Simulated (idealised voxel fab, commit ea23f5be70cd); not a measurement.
Herein follows the process module entitled voxel self aligned contacts.
cross-section cut | 245 nm wide | cells 5 nm
Just so we're on the same page, the cross-sections are grids of square cells, and they're listed out in bands top to bottom, each band one or more rows deep. Band: top height; bottom height; in nm. Then, left to right: material with width in nm, for each material. "full width": a single material spanning edge to edge. "air": empty space. We count height from 0. Below that, the starting wafer is all one material. The lowest band never ends at the bottom but goes on down; see "top 0, no bottom" for how that is written. Width "30->40": first value at the band's top row of cells, second value at its bottom row, equal change from row to row. Step note "nothing different" = no cross-section cell changed. The entry "Enclosed cavity list" lists the empty spaces that cover at least 8 cells and have no open path to the top. Each is written as width x height at distance, where the distance is measured from the left edge and all three values are in nm. Note: text after step settings on the step line = simulator remark on that step. overlay nm: mask right of planned place by this much (step with mask). Neg. = left.
### Process steps (planned)
1,op RECEIVE | material Si
2,op OXIDIZE | depth nm 5
3,op DIRECTIONAL_DEP | material polySi | thk nm 20
4,op DIRECTIONAL_DEP | material SiN | thk nm 20
5,op PATTERN | tone cover | mask id GATE | material resist | width nm 35 | pitch nm 60 | thk nm 20 | overlay nm 0
6,op DIRECTIONAL_ETCH | etch materials SiN | depth nm 20
7,op DIRECTIONAL_ETCH | etch materials polySi | depth nm 20
8,op STRIP | etch materials resist
9,op CONFORMAL_DEP | material SiN | thk nm 5
10,op DIRECTIONAL_ETCH | etch materials SiN | depth nm 5
11,op FILL_DEP | material SiO2 | thk nm 10
12,op CMP | height nm 45
13,op MASKED_ETCH | tone open | mask id CONTACT | width nm 45 | etch materials SiO2 | depth nm 50 | overlay nm 0
14,op CONFORMAL_DEP | material TiN | thk nm 5
15,op FILL_DEP | material W | thk nm 10
16,op CMP | height nm 45
17,op CONFORMAL_DEP | material SiN | thk nm 5
### So this is the incoming wafer in cross-section - it's already been through step 1
  top 0, no bottom | Si full width
  Enclosed cavity list: none
### Looking at the first of two wafers in cross-section at end of module - ran to plan
  top 50, bottom 45 | SiN full width
  top 45, bottom 40 | 100 SiO2, 20 TiN, 5 W, 20 TiN, 100 SiO2
  top 40, bottom 20 | 70 SiO2, 45 SiN, 5 TiN, 5 W, 5 TiN, 45 SiN, 70 SiO2
  top 20, bottom 0 | 70 SiO2, 5 SiN, 35 polySi, 5 SiN, 5 TiN, 5 W, 5 TiN, 5 SiN, 35 polySi, 5 SiN, 70 SiO2
  top 0, bottom -5 | 115 SiO2, 15 TiN, 115 SiO2
  top -5, no bottom | Si full width
  Enclosed cavity list: none
### Cross-sectional image of the second wafer of the two following completion of the module. Starting state and process plan were the same as for the first wafer; one execution error occurred
  top 50, bottom 45 | SiN full width
  top 45, bottom 40 | 70 SiO2, 45 SiN, 15 TiN, 45 SiN, 70 SiO2
  top 40, bottom 20 | SiN full width
  top 20, bottom 0 | polySi full width
  top 0, bottom -5 | SiO2 full width
  top -5, no bottom | Si full width
  Enclosed cavity list: none
What went wrong in running the wafer? plan step 4 ran twice
Cell-count delta at end, second wafer over first, by material: SiN +126 | SiO2 -233 | TiN -24 | W -9 | polySi +140
